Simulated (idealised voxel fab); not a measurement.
Documented hereafter: the process module known as voxel released beams.
Pictured: cross-section cut, 200 nm wide, on a grid of 5 nm square cells.
Cross-section, as written here: a square-cell grid given band by band from the top down, where a band holds one or more rows of cells. Heads up on the band format: heights come first, top then bottom, in nm. After that it's the materials left to right, each with its width in nm. A single material flagged "throughout" fills the whole band edge to edge, and "empty" means there's empty space there. For the purposes of this specification, 0 denotes the height below which the wafer in its as-received condition is composed wholly of one material, and the lowermost band, lacking a lower limit, extends downward without end, as expressed in "0 down". You'd read "30 to 40" like this: the band's top row of cells is as wide as the first number, its bottom row is as wide as the second, and going down, every row changes width by the same amount as the row before did. Step marked "remains unaltered"? Then no cell in the cross-section changed in it. "Closed cavity list" enumerates empty spaces isolated from the top, with no open way to it, that contain at least 8 cells, giving each as width x height at distance from the left edge, all three in nm. Anything after a step's settings on that line? It's the simulator's own note about the step. A step's line can hold "overlay nm"; with a mask on that step, the setting says how far right of the planned place the mask lay, while a negative setting says it lay to the left.
**The following list gives the planned process steps**
1 RECEIVE, material Si
2 CONFORMAL_DEP, material SiN, thk nm 5
3 DIRECTIONAL_DEP, material SiO2, thk nm 20
4 PATTERN, tone open, mask id ANCHOR, material resist, width nm 35, thk nm 15, overlay nm 0
5 DIRECTIONAL_ETCH, etch materials SiO2, depth nm 20
6 STRIP, etch materials resist
7 CONFORMAL_DEP, material polySi, thk nm 15
8 DIRECTIONAL_DEP, material aC, thk nm 15
9 PATTERN, tone cover, mask id BEAM, material resist, width nm 110, thk nm 30, overlay nm 0
10 DIRECTIONAL_ETCH, etch materials aC, depth nm 15
11 STRIP, etch materials resist
12 DIRECTIONAL_ETCH, etch materials polySi, depth nm 15
13 STRIP, etch materials aC
14 STRIP, etch materials SiO2
**First of two wafers, processed according to plan**
**Received-state cross-section, reflecting completion of step 1**
> 0 down: Si throughout
> Closed cavity list: none
**Wafer after step 2 (cross-section)**
> 5 to 0: SiN throughout
> Heights below 0 show no change.
**Wafer after step 3 (cross-section)**
> 25 to 5: SiO2 throughout
> Heights below 5 show no change.
**Wafer after step 4 (cross-section)**
> 40 to 25: 45 nm resist / 35 nm empty / 120 nm resist
> Heights below 25 show no change.
**Wafer after step 5 (cross-section)**
> 40 to 25: 45 nm resist / 35 nm empty / 120 nm resist
> 25 to 5: 45 nm SiO2 / 35 nm empty / 120 nm SiO2
> Heights below 5 show no change.
**Wafer after step 6 (cross-section)**
> 25 to 5: 45 nm SiO2 / 35 nm empty / 120 nm SiO2
> Heights below 5 show no change.
**Wafer after step 7 (cross-section)**
> 40 to 25: 60 nm polySi / 5 nm empty / 135 nm polySi
> 25 to 20: 45 nm SiO2 / 15 nm polySi / 5 nm empty / 15 nm polySi / 120 nm SiO2
> 20 to 5: 45 nm SiO2 / 35 nm polySi / 120 nm SiO2
> Heights below 5 show no change.
**Wafer after step 8 (cross-section)**
> 55 to 40: 60 nm aC / 5 nm empty / 135 nm aC
> 40 to 35: 60 nm polySi / 5 nm empty / 135 nm polySi
> 35 to 25: 60 nm polySi / 5 nm aC / 135 nm polySi
> 25 to 20: 45 nm SiO2 / 15 nm polySi / 5 nm aC / 15 nm polySi / 120 nm SiO2
> Heights below 20 show no change.
**Wafer after step 9 (cross-section)**
> 85 to 55: 40 nm empty / 110 nm resist / 50 nm empty
> 55 to 40: 60 nm aC / 5 nm resist / 135 nm aC
> 40 to 35: 60 nm polySi / 5 nm resist / 135 nm polySi
> Heights below 35 show no change.
**Wafer after step 10 (cross-section)**
> 70 to 55: 40 nm empty / 110 nm resist / 50 nm empty
> 55 to 40: 40 nm empty / 20 nm aC / 5 nm resist / 85 nm aC / 50 nm empty
> Heights below 40 show no change.
**Wafer after step 11 (cross-section)**
> 55 to 40: 40 nm empty / 20 nm aC / 5 nm empty / 85 nm aC / 50 nm empty
> 40 to 35: 60 nm polySi / 5 nm empty / 135 nm polySi
> Heights below 35 show no change.
**Wafer after step 12 (cross-section)**
> 55 to 40: 40 nm empty / 20 nm aC / 5 nm empty / 85 nm aC / 50 nm empty
> 40 to 35: 40 nm empty / 20 nm polySi / 5 nm empty / 85 nm polySi / 50 nm empty
> 35 to 25: 40 nm empty / 20 nm polySi / 5 nm aC / 85 nm polySi / 50 nm empty
> Heights below 25 show no change.
**Wafer after step 13 (cross-section)**
> 40 to 25: 40 nm empty / 20 nm polySi / 5 nm empty / 85 nm polySi / 50 nm empty
> 25 to 20: 45 nm SiO2 / 15 nm polySi / 5 nm empty / 15 nm polySi / 120 nm SiO2
> Heights below 20 show no change.
**Wafer after step 14 (cross-section)**
> 40 to 25: 40 nm empty / 20 nm polySi / 5 nm empty / 85 nm polySi / 50 nm empty
> 25 to 20: 45 nm empty / 15 nm polySi / 5 nm empty / 15 nm polySi / 120 nm empty
> 20 to 5: 45 nm empty / 35 nm polySi / 120 nm empty
> Heights below 5 show no change.
**Wafer two. Same start, same plan, one slip in execution. Same as wafer one through step 1, inclusive**
**Second wafer, cut view, end of step 2 per plan**
> 20 to 0: SiO2 throughout
> Heights below 0 show no change.
**Second wafer, cut view, end of step 3 per plan**
> 25 to 20: SiN throughout
> Heights below 20 show no change.
**Second wafer, cut view, end of step 4 per plan**
> 40 to 25: 45 nm resist / 35 nm empty / 120 nm resist
> Heights below 25 show no change.
Second wafer, cut view, end of step 5 per plan: remains unaltered
**Second wafer, cut view, end of step 6 per plan**
> 25 to 20: SiN throughout
> Heights below 20 show no change.
**Second wafer, cut view, end of step 7 per plan**
> 40 to 25: polySi throughout
> Heights below 25 show no change.
**Second wafer, cut view, end of step 8 per plan**
> 55 to 40: aC throughout
> Heights below 40 show no change.
**Second wafer, cut view, end of step 9 per plan**
> 85 to 55: 40 nm empty / 110 nm resist / 50 nm empty
> Heights below 55 show no change.
**Second wafer, cut view, end of step 10 per plan**
> 70 to 55: 40 nm empty / 110 nm resist / 50 nm empty
> 55 to 40: 40 nm empty / 110 nm aC / 50 nm empty
> Heights below 40 show no change.
**Second wafer, cut view, end of step 11 per plan**
> 55 to 40: 40 nm empty / 110 nm aC / 50 nm empty
> Heights below 40 show no change.
**Second wafer, cut view, end of step 12 per plan**
> 55 to 40: 40 nm empty / 110 nm aC / 50 nm empty
> 40 to 25: 40 nm empty / 110 nm polySi / 50 nm empty
> Heights below 25 show no change.
**Second wafer, cut view, end of step 13 per plan**
> 40 to 25: 40 nm empty / 110 nm polySi / 50 nm empty
> Heights below 25 show no change.
Second wafer, cut view, end of step 14 per plan: remains unaltered
What was the processing mistake? a sequencing error occurred in which plan steps 2 and 3 were transposed
End check, counted in cells, second wafer has more or fewer of these materials than the first: 160 more of SiO2, 24 fewer of polySi
